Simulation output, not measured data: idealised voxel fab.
process module | voxel spacer lines
cross-section cut | 180 nm wide | cells 5 nm
A cross-section is a grid of square cells, given in bands from the top down. A band is one or more rows of cells.
Each band's line starts with the height of the band's top and of its bottom, in nm. Then come its materials from left to right, each with its width in nm. One material with "throughout" fills the band from edge to edge. "air" is empty space.
Height 0 is the level under which the wafer as received is all one material. The lowest band goes on downwards, as in "0 down".
A width such as "30 to 40" changes by the same amount from each row of cells to the next, from the band's top row to its bottom row.
"no change" after a step means that no cell of the cross-section changed.
closed voids: empty space of 8 cells or more with no open way to the top, each as width x height at its distance from the left edge, in nm
after a step's settings: what the simulator itself notes on the step
overlay nm, on a step with a mask: how far to the right of its planned place the mask lay; to the left if negative
plan
1 op RECEIVE | material Si
2 op CONFORMAL_DEP | material Al2O3 | thk nm 5
3 op DIRECTIONAL_DEP | material TiN | thk nm 15
4 op DIRECTIONAL_DEP | material polySi | thk nm 25
5 op PATTERN | tone cover | mask id MANDREL | material resist | width nm 25 | pitch nm 80 | thk nm 30 | overlay nm 0
6 op DIRECTIONAL_ETCH | etch materials polySi | depth nm 25
7 op STRIP | etch materials resist
8 op CONFORMAL_DEP | material SiO2 | thk nm 15
9 op DIRECTIONAL_ETCH | etch materials SiO2 | depth nm 15
10 op STRIP | etch materials polySi
11 op DIRECTIONAL_ETCH | etch materials TiN | depth nm 15
12 op STRIP | etch materials SiO2
as received, after step 1
  0 down: Si throughout
  closed voids: none
first wafer at the end, as planned
  20 to 5: air 20 | TiN 15 | air 25 | TiN 15 | air 25 | TiN 15 | air 25 | TiN 15 | air 25
  5 to 0: Al2O3 throughout
  0 down: Si throughout
  closed voids: none
second wafer at the end: like start, like plan, one mistake
  10 to 5: air 20 | TiN 15 | air 25 | TiN 15 | air 25 | TiN 15 | air 25 | TiN 15 | air 25
  5 to 0: Al2O3 throughout
  0 down: Si throughout
  closed voids: none
what went wrong: step 3 ran as: op DIRECTIONAL_DEP | material TiN | thk nm 5
at the end the second wafer has, in cells: 24 fewer of TiN
